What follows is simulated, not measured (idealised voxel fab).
process module | voxel wiring stack
cross-section cut | 220 nm wide | cells 5 nm
A cross-section is a grid of square cells, given in bands from the top down. A band is one or more rows of cells.
Each band's line starts with the height of the band's top and of its bottom, in nm. Then come its materials from left to right, each with its width in nm. One material with "throughout" fills the band from edge to edge. "air" is empty space.
Height 0 is the level under which the wafer as received is all one material. The lowest band goes on downwards, as in "0 down".
A width such as "30 to 40" changes by the same amount from each row of cells to the next, from the band's top row to its bottom row.
"no change" after a step means that no cell of the cross-section changed.
closed voids: empty space of 8 cells or more with no open way to the top, each as width x height at its distance from the left edge, in nm
after a step's settings: what the simulator itself notes on the step
overlay nm, on a step with a mask: how far to the right of its planned place the mask lay; to the left if negative
plan
1 op RECEIVE | material Si
2 op CONFORMAL_DEP | material SiO2 | thk nm 15
3 op CONFORMAL_DEP | material SiN | thk nm 5
4 op DIRECTIONAL_DEP | material SiO2 | thk nm 25
5 op PATTERN | tone open | mask id METAL_1 | material resist | width nm 25 | pitch nm 50 | thk nm 20 | overlay nm 0
6 op DIRECTIONAL_ETCH | etch materials SiO2 | depth nm 25
7 op DIRECTIONAL_ETCH | etch materials SiN | depth nm 5
8 op STRIP | etch materials resist
9 op CONFORMAL_DEP | material TiN | thk nm 5
10 op FILL_DEP | material W | thk nm 5
11 op CMP | height nm 45
12 op CONFORMAL_DEP | material SiCN | thk nm 5
13 op DIRECTIONAL_DEP | material SiO2 | thk nm 5
14 op PATTERN | tone open | mask id PLUG_1 | material resist | width nm 15 | pitch nm 50 | thk nm 20 | overlay nm 0
15 op DIRECTIONAL_ETCH | etch materials SiO2 | depth nm 10
16 op DIRECTIONAL_ETCH | etch materials SiCN | depth nm 5
17 op STRIP | etch materials resist
18 op EPI | material Ru | thk nm 10
19 op EPI | material Ru | thk nm 5
20 op DIRECTIONAL_DEP | material TiN | thk nm 5
21 op DIRECTIONAL_DEP | material Ru | thk nm 25
22 op PATTERN | tone cover | mask id METAL_2 | material resist | width nm 25 | pitch nm 50 | thk nm 15 | overlay nm 0
23 op DIRECTIONAL_ETCH | etch materials Ru | depth nm 25
24 op DIRECTIONAL_ETCH | etch materials TiN | depth nm 5
25 op STRIP | etch materials resist
26 op FILL_DEP | material SiO2 | thk nm 10
27 op CMP | height nm 90
28 op CONFORMAL_DEP | material SiN | thk nm 5
varied across the wafers: thk nm of step 13. The plan shows the first wafer's value. All wafers start alike
first wafer as received, after step 1
  0 down: Si throughout
  closed voids: none
each wafer at the end: cells of each material gained (+) or lost (-) since it was received, then its closed voids
thk nm 5 | +72 Ru | +38 SiCN | +78 SiN | +578 SiO2 | +40 TiN | +30 W | closed voids: none
thk nm 10 | +68 Ru | +38 SiCN | +78 SiN | +582 SiO2 | +40 TiN | +30 W | closed voids: none
thk nm 15 | +46 Ru | +44 SiCN | +78 SiN | +598 SiO2 | +40 TiN | +30 W | closed voids: none
thk nm 20 | +42 Ru | +44 SiCN | +78 SiN | +602 SiO2 | +40 TiN | +30 W | closed voids: none
thk nm 25 | +32 Ru | +44 SiCN | +78 SiN | +612 SiO2 | +40 TiN | +30 W | closed voids: none
